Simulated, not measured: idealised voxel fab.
process module | voxel trench capacitor
cross-section cut | 265 nm wide | cells 5 nm
A cross-section is a grid of square cells, given in bands from the top down. A band is one or more rows of cells.
Each band's line starts with the height of the band's top and of its bottom, in nm. Then come its materials from left to right, each with its width in nm. One material with "throughout" fills the band from edge to edge. "air" is empty space.
Height 0 is the level under which the wafer as received is all one material. The lowest band goes on downwards, as in "0 down".
A width such as "30 to 40" changes by the same amount from each row of cells to the next, from the band's top row to its bottom row.
"no change" after a step means that no cell of the cross-section changed.
closed voids: empty space of 8 cells or more with no open way to the top, each as width x height at its distance from the left edge, in nm
after a step's settings: what the simulator itself notes on the step
overlay nm, on a step with a mask: how far to the right of its planned place the mask lay; to the left if negative
plan
1 op RECEIVE | material Si
2 op CONFORMAL_DEP | material SiN | thk nm 5
3 op MASKED_ETCH | tone open | mask id TRENCH | width nm 30 | pitch nm 55 | etch materials SiN | depth nm 5 | overlay nm 0
4 op MASKED_ETCH | tone open | mask id TRENCH | width nm 30 | pitch nm 55 | etch materials Si | depth nm 25 | overlay nm 0
5 op CONFORMAL_DEP | material HfO2 | thk nm 5
6 op CONFORMAL_DEP | material TiN | thk nm 5
7 op FILL_DEP | material W | thk nm 5
8 op CMP | height nm 5
first wafer, as planned
as received, after step 1
  0 down: Si throughout
  closed voids: none
after step 2
  5 to 0: SiN throughout
  below 0: unchanged
after step 3
  5 to 0: SiN 60 | air 30 | SiN 25 | air 30 | SiN 25 | air 30 | SiN 65
  below 0: unchanged
after step 4
  5 to 0: SiN 60 | air 30 | SiN 25 | air 30 | SiN 25 | air 30 | SiN 65
  0 to -25: Si 60 | air 30 | Si 25 | air 30 | Si 25 | air 30 | Si 65
  below -25: unchanged
after step 5
  10 to 5: HfO2 65 | air 20 | HfO2 35 | air 20 | HfO2 35 | air 20 | HfO2 70
  5 to 0: SiN 60 | HfO2 5 | air 20 | HfO2 5 | SiN 25 | HfO2 5 | air 20 | HfO2 5 | SiN 25 | HfO2 5 | air 20 | HfO2 5 | SiN 65
  0 to -20: Si 60 | HfO2 5 | air 20 | HfO2 5 | Si 25 | HfO2 5 | air 20 | HfO2 5 | Si 25 | HfO2 5 | air 20 | HfO2 5 | Si 65
  -20 to -25: Si 60 | HfO2 30 | Si 25 | HfO2 30 | Si 25 | HfO2 30 | Si 65
  below -25: unchanged
after step 6
  15 to 10: TiN 70 | air 10 | TiN 45 | air 10 | TiN 45 | air 10 | TiN 75
  10 to 5: HfO2 65 | TiN 5 | air 10 | TiN 5 | HfO2 35 | TiN 5 | air 10 | TiN 5 | HfO2 35 | TiN 5 | air 10 | TiN 5 | HfO2 70
  5 to 0: SiN 60 | HfO2 5 | TiN 5 | air 10 | TiN 5 | HfO2 5 | SiN 25 | HfO2 5 | TiN 5 | air 10 | TiN 5 | HfO2 5 | SiN 25 | HfO2 5 | TiN 5 | air 10 | TiN 5 | HfO2 5 | SiN 65
  0 to -15: Si 60 | HfO2 5 | TiN 5 | air 10 | TiN 5 | HfO2 5 | Si 25 | HfO2 5 | TiN 5 | air 10 | TiN 5 | HfO2 5 | Si 25 | HfO2 5 | TiN 5 | air 10 | TiN 5 | HfO2 5 | Si 65
  -15 to -20: Si 60 | HfO2 5 | TiN 20 | HfO2 5 | Si 25 | HfO2 5 | TiN 20 | HfO2 5 | Si 25 | HfO2 5 | TiN 20 | HfO2 5 | Si 65
  below -20: unchanged
after step 7
  20 to 15: W throughout
  15 to 10: TiN 70 | W 10 | TiN 45 | W 10 | TiN 45 | W 10 | TiN 75
  10 to 5: HfO2 65 | TiN 5 | W 10 | TiN 5 | HfO2 35 | TiN 5 | W 10 | TiN 5 | HfO2 35 | TiN 5 | W 10 | TiN 5 | HfO2 70
  5 to 0: SiN 60 | HfO2 5 | TiN 5 | W 10 | TiN 5 | HfO2 5 | SiN 25 | HfO2 5 | TiN 5 | W 10 | TiN 5 | HfO2 5 | SiN 25 | HfO2 5 | TiN 5 | W 10 | TiN 5 | HfO2 5 | SiN 65
  0 to -15: Si 60 | HfO2 5 | TiN 5 | W 10 | TiN 5 | HfO2 5 | Si 25 | HfO2 5 | TiN 5 | W 10 | TiN 5 | HfO2 5 | Si 25 | HfO2 5 | TiN 5 | W 10 | TiN 5 | HfO2 5 | Si 65
  below -15: unchanged
after step 8
  5 to 0: SiN 60 | HfO2 5 | TiN 5 | W 10 | TiN 5 | HfO2 5 | SiN 25 | HfO2 5 | TiN 5 | W 10 | TiN 5 | HfO2 5 | SiN 25 | HfO2 5 | TiN 5 | W 10 | TiN 5 | HfO2 5 | SiN 65
  below 0: unchanged
second wafer: like start, like plan, one mistake. Through step 7 it matches the first wafer
when step 8 should have ended: no change
what went wrong: step 8 was left out
at the end the second wafer has, in cells: 41 more of HfO2 | 53 more of TiN | 65 more of W
